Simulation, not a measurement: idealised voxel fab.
This is a process module. Its name is voxel self aligned vias.
Cross-section cut: width 175 nm, square cells of 5 nm.
Reading order for cross-sections: top band down to bottom band. Underlying form: a grid of square cells. Band size: one or more rows of cells.
Heights first: top, then bottom, in nm. Then materials, left to right, each with a width in nm. "full width" on a single material: fills the band edge to edge. "air": empty space.
Height datum 0, below which the as-received substrate wafer is one material. Lowest band open at the bottom, running downward: "0..down".
Width "30->40": first value at the band's top row of cells, second value at its bottom row, equal change from row to row.
What does "no alteration" mean for a step? It means no cell of the cross-section changed in that step.
What "Closed cavity list" gives you is every empty space of 8 cells or more that is cut off from the top. Each appears as width x height at distance, with the distance taken from the left edge and width, height and distance all in nm.
Where a step's line continues beyond its settings, the continuation is a remark by the simulator itself on that step.
What "overlay nm" on a step's line means: if the step has a mask, that mask lay this far to the right of its planned place, or, when the value is negative, to the left.

# The steps planned for the process are as follows
step 1: RECEIVE,material Si
step 2: CONFORMAL_DEP,material SiO2,thk nm 10
step 3: CONFORMAL_DEP,material SiCN,thk nm 5
step 4: DIRECTIONAL_DEP,material SiO2,thk nm 25
step 5: PATTERN,tone open,mask id LINES,material resist,width nm 30,pitch nm 65,thk nm 20,overlay nm 0
step 6: DIRECTIONAL_ETCH,etch materials SiO2,depth nm 25
step 7: STRIP,etch materials resist
step 8: CONFORMAL_DEP,material TiN,thk nm 5
step 9: FILL_DEP,material W,thk nm 10
step 10: CMP,height nm 40
step 11: SELECTIVE_ETCH,etch materials W Ru TiN,depth nm 10
step 12: FILL_DEP,material SiN,thk nm 10
step 13: CMP,height nm 40
step 14: DIRECTIONAL_DEP,material SiO2,thk nm 15
step 15: DIRECTIONAL_DEP,material aC,thk nm 10
step 16: PATTERN,tone open,mask id VIAS,material resist,width nm 50,thk nm 25,overlay nm 0
step 17: DIRECTIONAL_ETCH,etch materials aC,depth nm 10
step 18: STRIP,etch materials resist
step 19: DIRECTIONAL_ETCH,etch materials SiO2,depth nm 15
step 20: DIRECTIONAL_ETCH,etch materials SiN,depth nm 5
step 21: STRIP,etch materials aC
step 22: CONFORMAL_DEP,material TiN,thk nm 5
step 23: FILL_DEP,material Ru,thk nm 10
step 24: CMP,height nm 55
step 25: CONFORMAL_DEP,material SiN,thk nm 5
Where the wafers of this document differ is in the depth nm of step 20; they start out the same, and the plan states the value that applied to the first wafer.

# Incoming state of the first of several wafers in cross-section: after step 1
    0..down = Si full width
    Closed cavity list: none

# Cross-section after step 25, the final step of the module, for the first of several wafers
    60..55 = SiN full width
    55..45 = 30 of SiO2  5 of TiN  40 of Ru  5 of TiN  95 of SiO2
    45..40 = 30 of SiO2  15 of TiN  20 of Ru  15 of TiN  95 of SiO2
    40..35 = 40 of SiO2  30 of TiN  35 of SiO2  30 of SiN  40 of SiO2
    35..30 = 40 of SiO2  30 of SiN  35 of SiO2  30 of SiN  40 of SiO2
    30..20 = 40 of SiO2  5 of TiN  20 of W  5 of TiN  35 of SiO2  5 of TiN  20 of W  5 of TiN  40 of SiO2
    20..15 = 40 of SiO2  30 of TiN  35 of SiO2  30 of TiN  40 of SiO2
    15..10 = SiCN full width
    10..0 = SiO2 full width
    0..down = Si full width
    Closed cavity list: none

# Cross-section at module completion, last wafer
    60..55 = SiN full width
    55..45 = 30 of SiO2  5 of TiN  40 of Ru  5 of TiN  95 of SiO2
    45..40 = 30 of SiO2  15 of TiN  20 of Ru  15 of TiN  95 of SiO2
    40..35 = 40 of SiO2  5 of TiN  20 of Ru  5 of TiN  35 of SiO2  30 of SiN  40 of SiO2
    35..30 = 40 of SiO2  30 of TiN  35 of SiO2  30 of SiN  40 of SiO2
    30..20 = 40 of SiO2  5 of TiN  20 of W  5 of TiN  35 of SiO2  5 of TiN  20 of W  5 of TiN  40 of SiO2
    20..15 = 40 of SiO2  30 of TiN  35 of SiO2  30 of TiN  40 of SiO2
    15..10 = SiCN full width
    10..0 = SiO2 full width
    0..down = Si full width
    Closed cavity list: none

# Every row in this table is a wafer at the end of the module, and it gives, for each of the materials, the cells that wafer has gained (+) or lost (-) since it was received, then its closed voids
depth nm 5; +20 Ru; +35 SiCN; +53 SiN; +260 SiO2; +36 TiN; +16 W; Closed cavity list: none
depth nm 10; +24 Ru; +35 SiCN; +47 SiN; +260 SiO2; +38 TiN; +16 W; Closed cavity list: none
depth nm 15; +24 Ru; +35 SiCN; +47 SiN; +260 SiO2; +38 TiN; +16 W; Closed cavity list: none
depth nm 20; +24 Ru; +35 SiCN; +47 SiN; +260 SiO2; +38 TiN; +16 W; Closed cavity list: none
depth nm 25; +24 Ru; +35 SiCN; +47 SiN; +260 SiO2; +38 TiN; +16 W; Closed cavity list: none
